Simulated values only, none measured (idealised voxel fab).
You're looking at the process module voxel local oxidation.
Cross-section cut: width 245 nm, square cells of 5 nm.
How to read a cross-section here: the picture is a grid of square cells, written as bands going from the top down, and any band can span one or more rows of cells.
Basically the band line says how high the top is and how high the bottom is, in nm, and then what's in it from left to right, every material with its width in nm. Empty space shows up as "blank", and if a single material carries "all across" it runs the full band edge to edge.
Below 0: as-received wafer, all one material; heights counted from there. Lowest band: no bottom, goes on down, written "from 0 down".
Graded width ("30->40"): value in top row of band = first number; value in bottom row = second number; row-to-row change constant.
"same as before" means the step left every cell of the cross-section as it was.
In the "Unvented voids" entry, you get each enclosed empty space of 8 cells or more, one with no open way to the top, written width x height at distance, distance from the left edge, in nm.
What comes after the settings on a step's line is commentary from the simulator itself on that step.
overlay nm: mask right of planned place by this much (step with mask). Neg. = left.

# Planned process steps
1. RECEIVE, material Si
2. OXIDIZE, depth nm 5
3. CONFORMAL_DEP, material SiN, thk nm 15
4. MASKED_ETCH, tone cover, mask id ACTIVE, width nm 125, etch materials SiN, depth nm 15, overlay nm 0
5. SELECTIVE_ETCH, etch materials SiO2, depth nm 5
6. OXIDIZE, depth nm 10
7. STRIP, etch materials SiN

# Received-state cross-section, reflecting completion of step 1
> from 0 down = Si all across
> Unvented voids: none

# Here's the wafer cut in cross-section after the module, started and planned just like above, except one thing was done wrong in the run
> from 0 to -5 = 70 nm blank / 110 nm SiO2 / 65 nm blank
> from -5 to -15 = 80 nm SiO2 / 90 nm Si / 75 nm SiO2
> from -15 down = Si all across
> Unvented voids: none
What broke from the plan during processing? step 4 did not happen as planned, as run it was MASKED_ETCH, tone cover, mask id ACTIVE, width nm 120, etch materials SiN, depth nm 15, overlay nm 0
